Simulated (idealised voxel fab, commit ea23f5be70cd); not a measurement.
Documented hereafter: the process module known as voxel plated lines.
Each square cell in cross-section cut measures 5 nm, and the section as a whole is 245 nm wide.
In what follows, cross-sections appear as grids of square cells, described through bands that run from the top down, where every band is one or more rows of cells. For a band, the entry starts with two heights in nm, that of the top and then that of the bottom, and carries on with the band's materials in order from left to right, each alongside its width in nm; the word "throughout" beside a single material means it fills the band edge to edge, and "blank" means empty space. Ref level 0: as-received wafer is one material below here. Bottom band extends down with no lower bound ("from 0 down"). You'd read "30..40" like this: the band's top row of cells is as wide as the first number, its bottom row is as wide as the second, and going down, every row changes width by the same amount as the row before did. Any step labelled "identical to before" changed none of the cells in the cross-section. Entry "Closed void listing" = empty spaces >= 8 cells with no open way to the top; each as width x height at distance, distance from left edge, all nm. On a step's line, text after the settings is the simulator commenting on that step. overlay nm: step with mask; distance mask lay right of planned place; negative value = left of planned place.

Planned process steps:
step 1: RECEIVE | material Si
step 2: CONFORMAL_DEP | material SiN | thk nm 10
step 3: DIRECTIONAL_DEP | material TiN | thk nm 5
step 4: PATTERN | tone open | mask id LINES | material resist | width nm 30 | pitch nm 55 | thk nm 35 | overlay nm 0
step 5: EPI | material Ru | thk nm 10
step 6: EPI | material Ru | thk nm 5
step 7: EPI | material Ru | thk nm 5
step 8: STRIP | etch materials resist
step 9: DIRECTIONAL_ETCH | etch materials TiN | depth nm 5
step 10: CONFORMAL_DEP | material SiO2 | thk nm 5

Cross-section, incoming material, after step 1:
* from 0 down | Si throughout
* Closed void listing: none

Run as planned - first of the two wafers cross-sectioned at the end of the module:
* from 40 to 35 | blank: 20; SiO2: 40; blank: 15; SiO2: 40; blank: 15; SiO2: 40; blank: 15; SiO2: 40; blank: 20
* from 35 to 15 | blank: 20; SiO2: 5; Ru: 30; SiO2: 5; blank: 15; SiO2: 5; Ru: 30; SiO2: 5; blank: 15; SiO2: 5; Ru: 30; SiO2: 5; blank: 15; SiO2: 5; Ru: 30; SiO2: 5; blank: 20
* from 15 to 10 | SiO2: 25; TiN: 30; SiO2: 25; TiN: 30; SiO2: 25; TiN: 30; SiO2: 25; TiN: 30; SiO2: 25
* from 10 to 0 | SiN throughout
* from 0 down | Si throughout
* Closed void listing: none

Now the second wafer, cross-sectioned at the end of the module. Nothing different at the start, nothing different in the plan compared with the first, just one mistake when it was actually run:
* from 40 to 35 | blank: 20; SiO2: 40; blank: 15; SiO2: 40; blank: 15; SiO2: 40; blank: 15; SiO2: 40; blank: 20
* from 35 to 30 | blank: 20; SiO2: 5; Ru: 30; SiO2: 5; blank: 15; SiO2: 5; Ru: 30; SiO2: 5; blank: 15; SiO2: 5; Ru: 30; SiO2: 5; blank: 15; SiO2: 5; Ru: 30; SiO2: 5; blank: 20
* from 30 to 25 | SiO2: 25; Ru: 30; SiO2: 25; Ru: 30; SiO2: 25; Ru: 30; SiO2: 25; Ru: 30; SiO2: 25
* from 25 to 15 | Ru throughout
* from 15 to 10 | TiN throughout
* from 10 to 0 | SiN throughout
* from 0 down | Si throughout
* Closed void listing: none
Heads up, the wafer didn't run the way we planned it: sequence error: steps 4 and 5 interchanged
Heads up, by the end the second wafer has more or fewer cells of some materials compared to the first: +50 Ru; -24 SiO2; +25 TiN
